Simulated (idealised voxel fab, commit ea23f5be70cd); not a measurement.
Name of the process module below: voxel ribs on slabs
Cross-section cut spans 235 nm and uses square cells 5 nm in size.
Each cross-section below is a grid of square cells, stated as bands in top-down order, with one or more rows of cells making up each band.
Top height, bottom height, nm. Materials left to right, width each, nm. Single material + "throughout" = fills band edge to edge. "blank" = empty.
Where do heights start? At 0: under that level the wafer as delivered is made of one material only. And the lowest band has no floor; it just carries on downward, as in "0 down".
The expression "30->40" gives the width at the extremes of the band, the first number at its top row of cells and the second at its bottom row, with the width changing by equal amounts from each row to the next in between.
Basically "no modifications" means that step didn't change any cell in the cross-section.
Basically, "Sealed void inventory" tells you about the enclosed voids: empty spaces with no open way to the top, 8 cells or bigger, each written width x height at distance, where distance is from the left edge, all in nm.
Past the settings on a step's line: simulator remark, on that step.
Among the settings permitted on a step's line is "overlay nm"; applied to a step with a mask, it specifies the extent to which the mask lay to the right of its planned position, whereas a negative figure signifies a position to the left.
The planned process steps are enumerated hereunder
1. RECEIVE (material Si)
2. DIRECTIONAL_DEP (material SiO2; thk nm 30)
3. DIRECTIONAL_DEP (material SiN; thk nm 20)
4. PATTERN (tone cover; mask id RIB; material resist; width nm 20; thk nm 20; overlay nm 0)
5. DIRECTIONAL_ETCH (etch materials SiN; depth nm 10)
6. STRIP (etch materials resist)
7. PATTERN (tone cover; mask id SLAB; material resist; width nm 50; thk nm 20; overlay nm 0)
8. DIRECTIONAL_ETCH (etch materials SiN; depth nm 10)
9. STRIP (etch materials resist)
10. FILL_DEP (material SiO2; thk nm 15)
11. CMP (height nm 60)
12. DIRECTIONAL_DEP (material TiN; thk nm 10)
13. DIRECTIONAL_DEP (material aC; thk nm 10)
14. PATTERN (tone cover; mask id HEATER; material resist; width nm 30; thk nm 30; overlay nm 0)
15. DIRECTIONAL_ETCH (etch materials aC; depth nm 10)
16. STRIP (etch materials resist)
17. DIRECTIONAL_ETCH (etch materials TiN; depth nm 10)
18. STRIP (etch materials aC)
19. CONFORMAL_DEP (material SiN; thk nm 5)
Of two wafers, the first: run according to plan
Cross-section of the wafer at receipt, which is the condition after step 1
- 0 down: Si throughout
- Sealed void inventory: none
Step 2 done - wafer cross-section
- 30 to 0: SiO2 throughout
- Whatever lies below 0 is exactly as it was before.
Step 3 done - wafer cross-section
- 50 to 30: SiN throughout
- Whatever lies below 30 is exactly as it was before.
Step 4 done - wafer cross-section
- 70 to 50: 105 of blank, then 20 of resist, then 110 of blank
- Whatever lies below 50 is exactly as it was before.
Step 5 done - wafer cross-section
- 70 to 50: 105 of blank, then 20 of resist, then 110 of blank
- 50 to 40: 105 of blank, then 20 of SiN, then 110 of blank
- Whatever lies below 40 is exactly as it was before.
Step 6 done - wafer cross-section
- 50 to 40: 105 of blank, then 20 of SiN, then 110 of blank
- Whatever lies below 40 is exactly as it was before.
Step 7 done - wafer cross-section
- 70 to 50: 90 of blank, then 50 of resist, then 95 of blank
- 50 to 40: 90 of blank, then 15 of resist, then 20 of SiN, then 15 of resist, then 95 of blank
- Whatever lies below 40 is exactly as it was before.
Step 8 done - wafer cross-section
- 70 to 50: 90 of blank, then 50 of resist, then 95 of blank
- 50 to 40: 90 of blank, then 15 of resist, then 20 of SiN, then 15 of resist, then 95 of blank
- 40 to 30: 90 of blank, then 50 of SiN, then 95 of blank
- Whatever lies below 30 is exactly as it was before.
Step 9 done - wafer cross-section
- 50 to 40: 105 of blank, then 20 of SiN, then 110 of blank
- Whatever lies below 40 is exactly as it was before.
Step 10 done - wafer cross-section
- 65 to 50: SiO2 throughout
- 50 to 40: 105 of SiO2, then 20 of SiN, then 110 of SiO2
- 40 to 30: 90 of SiO2, then 50 of SiN, then 95 of SiO2
- Whatever lies below 30 is exactly as it was before.
Step 11 done - wafer cross-section
- 60 to 50: SiO2 throughout
- Whatever lies below 50 is exactly as it was before.
Step 12 done - wafer cross-section
- 70 to 60: TiN throughout
- Whatever lies below 60 is exactly as it was before.
Step 13 done - wafer cross-section
- 80 to 70: aC throughout
- Whatever lies below 70 is exactly as it was before.
Step 14 done - wafer cross-section
- 110 to 80: 100 of blank, then 30 of resist, then 105 of blank
- Whatever lies below 80 is exactly as it was before.
Step 15 done - wafer cross-section
- 100 to 80: 100 of blank, then 30 of resist, then 105 of blank
- 80 to 70: 100 of blank, then 30 of aC, then 105 of blank
- Whatever lies below 70 is exactly as it was before.
Step 16 done - wafer cross-section
- 80 to 70: 100 of blank, then 30 of aC, then 105 of blank
- Whatever lies below 70 is exactly as it was before.
Step 17 done - wafer cross-section
- 80 to 70: 100 of blank, then 30 of aC, then 105 of blank
- 70 to 60: 100 of blank, then 30 of TiN, then 105 of blank
- Whatever lies below 60 is exactly as it was before.
Step 18 done - wafer cross-section
- 70 to 60: 100 of blank, then 30 of TiN, then 105 of blank
- Whatever lies below 60 is exactly as it was before.
Step 19 done - wafer cross-section
- 75 to 70: 95 of blank, then 40 of SiN, then 100 of blank
- 70 to 65: 95 of blank, then 5 of SiN, then 30 of TiN, then 5 of SiN, then 100 of blank
- 65 to 60: 100 of SiN, then 30 of TiN, then 105 of SiN
- Whatever lies below 60 is exactly as it was before.
Wafer two. Same start, same plan, one slip in execution. Same as wafer one through step 3, inclusive
The second wafer cut through, at the time step 4 was supposed to be finished
- 70 to 50: 105 of resist, then 20 of blank, then 110 of resist
- Whatever lies below 50 is exactly as it was before.
The second wafer cut through, at the time step 5 was supposed to be finished
- 70 to 50: 105 of resist, then 20 of blank, then 110 of resist
- 50 to 40: 105 of SiN, then 20 of blank, then 110 of SiN
- Whatever lies below 40 is exactly as it was before.
The second wafer cut through, at the time step 6 was supposed to be finished
- 50 to 40: 105 of SiN, then 20 of blank, then 110 of SiN
- Whatever lies below 40 is exactly as it was before.
The second wafer cut through, at the time step 7 was supposed to be finished
- 70 to 50: 90 of blank, then 50 of resist, then 95 of blank
- 50 to 40: 105 of SiN, then 20 of resist, then 110 of SiN
- Whatever lies below 40 is exactly as it was before.
The second wafer cut through, at the time step 8 was supposed to be finished
- 70 to 50: 90 of blank, then 50 of resist, then 95 of blank
- 50 to 40: 90 of blank, then 15 of SiN, then 20 of resist, then 15 of SiN, then 95 of blank
- Whatever lies below 40 is exactly as it was before.
The second wafer cut through, at the time step 9 was supposed to be finished
- 50 to 40: 90 of blank, then 15 of SiN, then 20 of blank, then 15 of SiN, then 95 of blank
- Whatever lies below 40 is exactly as it was before.
The second wafer cut through, at the time step 10 was supposed to be finished
- 65 to 50: SiO2 throughout
- 50 to 40: 90 of SiO2, then 15 of SiN, then 20 of SiO2, then 15 of SiN, then 95 of SiO2
- Whatever lies below 40 is exactly as it was before.
The second wafer cut through, at the time step 11 was supposed to be finished
- 60 to 50: SiO2 throughout
- Whatever lies below 50 is exactly as it was before.
The second wafer cut through, at the time step 12 was supposed to be finished
- 70 to 60: TiN throughout
- Whatever lies below 60 is exactly as it was before.
The second wafer cut through, at the time step 13 was supposed to be finished
- 80 to 70: aC throughout
- Whatever lies below 70 is exactly as it was before.
The second wafer cut through, at the time step 14 was supposed to be finished
- 110 to 80: 100 of blank, then 30 of resist, then 105 of blank
- Whatever lies below 80 is exactly as it was before.
The second wafer cut through, at the time step 15 was supposed to be finished
- 100 to 80: 100 of blank, then 30 of resist, then 105 of blank
- 80 to 70: 100 of blank, then 30 of aC, then 105 of blank
- Whatever lies below 70 is exactly as it was before.
The second wafer cut through, at the time step 16 was supposed to be finished
- 80 to 70: 100 of blank, then 30 of aC, then 105 of blank
- Whatever lies below 70 is exactly as it was before.
The second wafer cut through, at the time step 17 was supposed to be finished
- 80 to 70: 100 of blank, then 30 of aC, then 105 of blank
- 70 to 60: 100 of blank, then 30 of TiN, then 105 of blank
- Whatever lies below 60 is exactly as it was before.
The second wafer cut through, at the time step 18 was supposed to be finished
- 70 to 60: 100 of blank, then 30 of TiN, then 105 of blank
- Whatever lies below 60 is exactly as it was before.
The second wafer cut through, at the time step 19 was supposed to be finished
- 75 to 70: 95 of blank, then 40 of SiN, then 100 of blank
- 70 to 65: 95 of blank, then 5 of SiN, then 30 of TiN, then 5 of SiN, then 100 of blank
- 65 to 60: 100 of SiN, then 30 of TiN, then 105 of SiN
- Whatever lies below 60 is exactly as it was before.
In executing the process, a mistake was made relative to the plan: off-plan run, step 4, actual operation and settings PATTERN (tone open; mask id RIB; material resist; width nm 20; thk nm 20; overlay nm 0)
Final cells, second wafer relative to first, materials higher or lower: 78 more of SiN | 78 fewer of SiO2
